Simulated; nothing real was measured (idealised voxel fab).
process module | voxel released beams
cross-section cut | 285 nm wide | cells 5 nm
A cross-section is a grid of square cells, given in bands from the top down. A band is one or more rows of cells.
Each band's line starts with the height of the band's top and of its bottom, in nm. Then come its materials from left to right, each with its width in nm. One material with "throughout" fills the band from edge to edge. "air" is empty space.
Height 0 is the level under which the wafer as received is all one material. The lowest band goes on downwards, as in "0 down".
A width such as "30 to 40" changes by the same amount from each row of cells to the next, from the band's top row to its bottom row.
"no change" after a step means that no cell of the cross-section changed.
closed voids: empty space of 8 cells or more with no open way to the top, each as width x height at its distance from the left edge, in nm
after a step's settings: what the simulator itself notes on the step
overlay nm, on a step with a mask: how far to the right of its planned place the mask lay; to the left if negative
plan
1 op RECEIVE | material Si
2 op CONFORMAL_DEP | material Al2O3 | thk nm 5
3 op DIRECTIONAL_DEP | material SiO2 | thk nm 20
4 op PATTERN | tone open | mask id ANCHOR | material resist | width nm 35 | thk nm 20 | overlay nm 0
5 op DIRECTIONAL_ETCH | etch materials SiO2 | depth nm 20
6 op STRIP | etch materials resist
7 op CONFORMAL_DEP | material SiN | thk nm 15
8 op MASKED_ETCH | tone cover | mask id BEAM | width nm 85 | etch materials SiN | depth nm 15 | overlay nm 0
9 op STRIP | etch materials SiO2
first wafer, as planned
as received, after step 1
  0 down: Si throughout
  closed voids: none
after step 2
  5 to 0: Al2O3 throughout
  below 0: unchanged
after step 3
  25 to 5: SiO2 throughout
  below 5: unchanged
after step 4
  45 to 25: resist 100 | air 35 | resist 150
  below 25: unchanged
after step 5
  45 to 25: resist 100 | air 35 | resist 150
  25 to 5: SiO2 100 | air 35 | SiO2 150
  below 5: unchanged
after step 6
  25 to 5: SiO2 100 | air 35 | SiO2 150
  below 5: unchanged
after step 7
  40 to 25: SiN 115 | air 5 | SiN 165
  25 to 20: SiO2 100 | SiN 15 | air 5 | SiN 15 | SiO2 150
  20 to 5: SiO2 100 | SiN 35 | SiO2 150
  below 5: unchanged
after step 8
  40 to 25: air 95 | SiN 20 | air 5 | SiN 60 | air 105
  below 25: unchanged
after step 9
  40 to 25: air 95 | SiN 20 | air 5 | SiN 60 | air 105
  25 to 20: air 100 | SiN 15 | air 5 | SiN 15 | air 150
  20 to 5: air 100 | SiN 35 | air 150
  below 5: unchanged
second wafer: like start, like plan, one mistake. Through step 1 it matches the first wafer
when step 2 should have ended
  20 to 0: SiO2 throughout
  below 0: unchanged
when step 3 should have ended
  25 to 20: Al2O3 throughout
  below 20: unchanged
when step 4 should have ended
  45 to 25: resist 100 | air 35 | resist 150
  below 25: unchanged
when step 5 should have ended: no change
when step 6 should have ended
  25 to 20: Al2O3 throughout
  below 20: unchanged
when step 7 should have ended
  40 to 25: SiN throughout
  below 25: unchanged
when step 8 should have ended
  40 to 25: air 95 | SiN 85 | air 105
  below 25: unchanged
when step 9 should have ended: no change
what went wrong: steps 2 and 3 were swapped
at the end the second wafer has, in cells: 24 fewer of SiN | 228 more of SiO2
